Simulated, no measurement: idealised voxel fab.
process module | voxel wiring stack
cross-section cut | 265 nm wide | cells 5 nm
A cross-section is a grid of square cells, given in bands from the top down. A band is one or more rows of cells.
Each band's line starts with the height of the band's top and of its bottom, in nm. Then come its materials from left to right, each with its width in nm. One material with "throughout" fills the band from edge to edge. "air" is empty space.
Height 0 is the level under which the wafer as received is all one material. The lowest band goes on downwards, as in "0 down".
A width such as "30 to 40" changes by the same amount from each row of cells to the next, from the band's top row to its bottom row.
"no change" after a step means that no cell of the cross-section changed.
closed voids: empty space of 8 cells or more with no open way to the top, each as width x height at its distance from the left edge, in nm
after a step's settings: what the simulator itself notes on the step
overlay nm, on a step with a mask: how far to the right of its planned place the mask lay; to the left if negative
plan
1 op RECEIVE | material Si
2 op CONFORMAL_DEP | material SiO2 | thk nm 10
3 op CONFORMAL_DEP | material SiN | thk nm 5
4 op DIRECTIONAL_DEP | material lowk | thk nm 25
5 op MASKED_ETCH | tone open | mask id METAL_1 | width nm 20 | pitch nm 40 | etch materials lowk | depth nm 25 | overlay nm 0
6 op MASKED_ETCH | tone open | mask id METAL_1 | width nm 20 | pitch nm 40 | etch materials SiN | depth nm 5 | overlay nm 0
7 op CONFORMAL_DEP | material TiN | thk nm 5
8 op FILL_DEP | material W | thk nm 10
9 op CMP | height nm 40
10 op CONFORMAL_DEP | material SiCN | thk nm 5
11 op DIRECTIONAL_DEP | material lowk | thk nm 20
12 op PATTERN | tone open | mask id PLUG_1 | material resist | width nm 15 | thk nm 20 | overlay nm 0
13 op DIRECTIONAL_ETCH | etch materials lowk | depth nm 20
14 op DIRECTIONAL_ETCH | etch materials SiCN | depth nm 5
15 op STRIP | etch materials resist
16 op EPI | material Ru | thk nm 10
17 op EPI | material Ru | thk nm 10
18 op EPI | material Ru | thk nm 5
19 op DIRECTIONAL_DEP | material TiN | thk nm 5
20 op DIRECTIONAL_DEP | material Ru | thk nm 15
21 op PATTERN | tone cover | mask id METAL_2 | material resist | width nm 20 | pitch nm 40 | thk nm 15 | overlay nm 0
22 op DIRECTIONAL_ETCH | etch materials Ru | depth nm 15
23 op DIRECTIONAL_ETCH | etch materials TiN | depth nm 5
24 op STRIP | etch materials resist
25 op CONFORMAL_DEP | material SiN | thk nm 5
26 op FILL_DEP | material SiO2 | thk nm 10
27 op CMP | height nm 85
28 op CONFORMAL_DEP | material SiCN | thk nm 5
29 op DIRECTIONAL_DEP | material lowk | thk nm 15
30 op PATTERN | tone open | mask id PLUG_2 | material resist | width nm 15 | pitch nm 40 | thk nm 15 | overlay nm 0
31 op DIRECTIONAL_ETCH | etch materials lowk | depth nm 15
32 op DIRECTIONAL_ETCH | etch materials SiCN | depth nm 5
33 op STRIP | etch materials resist
34 op EPI | material Ru | thk nm 10
35 op EPI | material Ru | thk nm 10
36 op DIRECTIONAL_DEP | material TiN | thk nm 5
37 op DIRECTIONAL_DEP | material W | thk nm 25
38 op DIRECTIONAL_DEP | material aC | thk nm 10
39 op PATTERN | tone cover | mask id METAL_3 | material resist | width nm 20 | pitch nm 40 | thk nm 30 | overlay nm 0
40 op DIRECTIONAL_ETCH | etch materials aC | depth nm 10
41 op STRIP | etch materials resist
42 op DIRECTIONAL_ETCH | etch materials W | depth nm 25
43 op DIRECTIONAL_ETCH | etch materials TiN | depth nm 5
44 op STRIP | etch materials aC
45 op FILL_DEP | material SiO2 | thk nm 10
46 op CMP | height nm 135
47 op CONFORMAL_DEP | material SiCN | thk nm 5
as received, after step 1
  0 down: Si throughout
  closed voids: none
a wafer at the end: this start, this plan, one mistake
  140 to 135: SiCN throughout
  135 to 110: SiO2 100 | W 20 | SiO2 20 | W 20 | SiO2 105
  110 to 105: SiO2 100 | TiN 20 | SiO2 20 | TiN 20 | SiO2 105
  105 to 90: SiO2 100 | lowk 15 | Ru 25 | lowk 15 | Ru 25 | SiO2 85
  90 to 85: SiO2 100 | SiCN 15 | Ru 25 | SiCN 15 | Ru 25 | SiO2 85
  85 to 70: SiO2 95 | SiN 5 | Ru 20 | SiN 5 | SiO2 10 | SiN 5 | Ru 20 | SiN 5 | SiO2 100
  70 to 65: SiN 100 | TiN 20 | SiN 20 | TiN 20 | SiN 105
  65 to 45: lowk 100 | Ru 15 | lowk 150
  45 to 40: SiCN 100 | Ru 15 | SiCN 150
  40 to 15: lowk 100 | TiN 5 | W 10 | TiN 5 | lowk 20 | TiN 5 | W 10 | TiN 5 | lowk 105
  15 to 10: SiN 100 | TiN 20 | SiN 20 | TiN 20 | SiN 105
  10 to 0: SiO2 throughout
  0 down: Si throughout
  closed voids: none
what went wrong: step 30 ran as: op PATTERN | tone cover | mask id PLUG_2 | material resist | width nm 15 | pitch nm 40 | thk nm 15 | overlay nm 0
